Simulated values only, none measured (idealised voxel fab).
Process module name: voxel released beams
Cross-sectional view cut (width: 205 nm; square cell size: 5 nm).
Notation: cross-section as square-cell grid; stated in bands, top first, going down; one or more cell rows per band.
For a band, the entry starts with two heights in nm, that of the top and then that of the bottom, and carries on with the band's materials in order from left to right, each alongside its width in nm; the word "everywhere" beside a single material means it fills the band edge to edge, and "air" means empty space.
Where do heights start? At 0: under that level the wafer as delivered is made of one material only. And the lowest band has no floor; it just carries on downward, as in "z 0 and below".
You'd read "30->40" like this: the band's top row of cells is as wide as the first number, its bottom row is as wide as the second, and going down, every row changes width by the same amount as the row before did.
You'll sometimes find "no modifications" written for a step, and that's the way of saying that nowhere in the cross-section did a cell change during that step.
Reported under the label "Trapped cavities" are the empty spaces having no open way to the top and comprising 8 cells or more; the notation for each is width x height at distance, in which the distance is measured from the left edge and all three values are in nm.
What comes after the settings on a step's line is commentary from the simulator itself on that step.
"overlay nm" answers the question of how far to the right of plan the mask lay on a step that has a mask, and when it is negative the answer is to the left.

The following list gives the planned process steps
step 1: RECEIVE [material Si]
step 2: CONFORMAL_DEP [material SiN] [thk nm 10]
step 3: DIRECTIONAL_DEP [material SiO2] [thk nm 20]
step 4: MASKED_ETCH [tone open] [mask id ANCHOR] [width nm 30] [etch materials SiO2] [depth nm 20] [overlay nm 0]
step 5: CONFORMAL_DEP [material W] [thk nm 10]
step 6: MASKED_ETCH [tone cover] [mask id BEAM] [width nm 85] [etch materials W] [depth nm 10] [overlay nm 0]
step 7: STRIP [etch materials SiO2]

Concerning the first of two wafers, which was run in accordance with the plan

Cross-section of the wafer as it came to us, i.e., already through step 1
	z 0 and below  Si everywhere
	Trapped cavities: none

The wafer in cross-section once step 2 is complete
	z 10 to 0  SiN everywhere
	Everything under 0 stays put, no change at all.

The wafer in cross-section once step 3 is complete
	z 30 to 10  SiO2 everywhere
	Everything under 10 stays put, no change at all.

The wafer in cross-section once step 4 is complete
	z 30 to 10  SiO2 60 nm, then air 30 nm, then SiO2 115 nm
	Everything under 10 stays put, no change at all.

The wafer in cross-section once step 5 is complete
	z 40 to 30  W 70 nm, then air 10 nm, then W 125 nm
	z 30 to 20  SiO2 60 nm, then W 10 nm, then air 10 nm, then W 10 nm, then SiO2 115 nm
	z 20 to 10  SiO2 60 nm, then W 30 nm, then SiO2 115 nm
	Everything under 10 stays put, no change at all.

The wafer in cross-section once step 6 is complete
	z 40 to 30  air 55 nm, then W 15 nm, then air 10 nm, then W 60 nm, then air 65 nm
	Everything under 30 stays put, no change at all.

The wafer in cross-section once step 7 is complete
	z 40 to 30  air 55 nm, then W 15 nm, then air 10 nm, then W 60 nm, then air 65 nm
	z 30 to 20  air 60 nm, then W 10 nm, then air 10 nm, then W 10 nm, then air 115 nm
	z 20 to 10  air 60 nm, then W 30 nm, then air 115 nm
	Everything under 10 stays put, no change at all.

The second wafer was prepared from the same starting point and under the same plan as the first; its processing contained one mistake, and it remains indistinguishable from the first wafer up to and including step 1

Cross-sectional representation of the second wafer at the time designated in the plan for the completion of step 2
	z 20 to 0  SiO2 everywhere
	Everything under 0 stays put, no change at all.

Cross-sectional representation of the second wafer at the time designated in the plan for the completion of step 3
	z 30 to 20  SiN everywhere
	Everything under 20 stays put, no change at all.

Cross-sectional representation of the second wafer at the time designated in the plan for the completion of step 4: no modifications

Cross-sectional representation of the second wafer at the time designated in the plan for the completion of step 5
	z 40 to 30  W everywhere
	Everything under 30 stays put, no change at all.

Cross-sectional representation of the second wafer at the time designated in the plan for the completion of step 6
	z 40 to 30  air 55 nm, then W 85 nm, then air 65 nm
	Everything under 30 stays put, no change at all.

Cross-sectional representation of the second wafer at the time designated in the plan for the completion of step 7: no modifications
The mistake made against the process plan was this: the intended sequence of steps 2 and 3 was reversed during processing, with each occupying the position of the other
Final comparison by cell count, materials where the second wafer has more or fewer than the first: +164 SiO2, -16 W
